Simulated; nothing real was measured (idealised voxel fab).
Title: Process Module voxel local oxidation
This is section cut - it's 240 nm across, gridded in 5 nm square cells.
Notation: cross-section as square-cell grid; stated in bands, top first, going down; one or more cell rows per band. Basically the band line says how high the top is and how high the bottom is, in nm, and then what's in it from left to right, every material with its width in nm. Empty space shows up as "empty", and if a single material carries "everywhere" it runs the full band edge to edge. Height is counted from the level 0, under which the received wafer is composed throughout of one material. The lowest of the bands is not closed at the bottom but continues downward, in the notation "0 -> down". Per-row width for "30..40": begins at first number (top row of band), ends at second number (bottom row), increment between rows held constant. No cell of the cross-section changed in a step that is given as "nothing altered". This entry, "Closed void list", enumerates those empty regions of no fewer than 8 cells that possess no open connection to the top. Each region is reported in the form width x height at distance, the distance being taken from the left edge, with all three quantities expressed in nm. On a step's line, text after the settings is the simulator commenting on that step. "overlay nm" answers the question of how far to the right of plan the mask lay on a step that has a mask, and when it is negative the answer is to the left.

**Planned process steps**
- 1: RECEIVE | material Si
- 2: OXIDIZE | depth nm 5
- 3: CONFORMAL_DEP | material SiN | thk nm 15
- 4: MASKED_ETCH | tone cover | mask id ACTIVE | width nm 105 | etch materials SiN | depth nm 15 | overlay nm 0
- 5: SELECTIVE_ETCH | etch materials SiO2 | depth nm 5
- 6: OXIDIZE | depth nm 10
- 7: STRIP | etch materials SiN
For clarity, it should be stated that the wafers under discussion commence in an identical condition and differ with respect to the width nm of step 4, the plan indicating the value that the first wafer had.

**First of several wafers (as received, post step 1), cross-sectional view**
    0 -> down = Si everywhere
    Closed void list: none

**Below is a per-wafer table. In it, each row describes the wafer at the end of the module by giving, for each material, the number of cells gained (+) or lost (-) since the wafer was received, and after that the closed voids of the wafer**
width nm 105 | -114 Si | +85 SiO2 | Closed void list: none
width nm 110 | -112 Si | +84 SiO2 | Closed void list: none
width nm 115 | -110 Si | +83 SiO2 | Closed void list: none
width nm 120 | -108 Si | +82 SiO2 | Closed void list: none
width nm 125 | -106 Si | +81 SiO2 | Closed void list: none
width nm 130 | -104 Si | +80 SiO2 | Closed void list: none
